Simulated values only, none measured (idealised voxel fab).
process module | voxel released beams
cross-section cut | 280 nm wide | cells 5 nm
A cross-section is a grid of square cells, given in bands from the top down. A band is one or more rows of cells.
Each band's line starts with the height of the band's top and of its bottom, in nm. Then come its materials from left to right, each with its width in nm. One material with "throughout" fills the band from edge to edge. "air" is empty space.
Height 0 is the level under which the wafer as received is all one material. The lowest band goes on downwards, as in "0 down".
A width such as "30 to 40" changes by the same amount from each row of cells to the next, from the band's top row to its bottom row.
"no change" after a step means that no cell of the cross-section changed.
closed voids: empty space of 8 cells or more with no open way to the top, each as width x height at its distance from the left edge, in nm
after a step's settings: what the simulator itself notes on the step
overlay nm, on a step with a mask: how far to the right of its planned place the mask lay; to the left if negative
plan
1 op RECEIVE | material Si
2 op CONFORMAL_DEP | material Al2O3 | thk nm 10
3 op DIRECTIONAL_DEP | material SiO2 | thk nm 15
4 op MASKED_ETCH | tone open | mask id ANCHOR | width nm 25 | etch materials SiO2 | depth nm 15 | overlay nm 0
5 op CONFORMAL_DEP | material W | thk nm 10
6 op DIRECTIONAL_DEP | material aC | thk nm 15
7 op PATTERN | tone cover | mask id BEAM | material resist | width nm 105 | thk nm 35 | overlay nm 0
8 op DIRECTIONAL_ETCH | etch materials aC | depth nm 15
9 op STRIP | etch materials resist
10 op DIRECTIONAL_ETCH | etch materials W | depth nm 10
11 op STRIP | etch materials aC
12 op STRIP | etch materials SiO2
as received, after step 1
  0 down: Si throughout
  closed voids: none
a wafer at the end: this start, this plan, one mistake
  25 to 15: air 85 | W 15 | air 5 | W 85 | air 90
  15 to 10: air 90 | W 10 | air 5 | W 10 | air 165
  10 to 0: air 90 | W 25 | air 165
  0 down: Si throughout
  closed voids: none
what went wrong: step 2 was left out
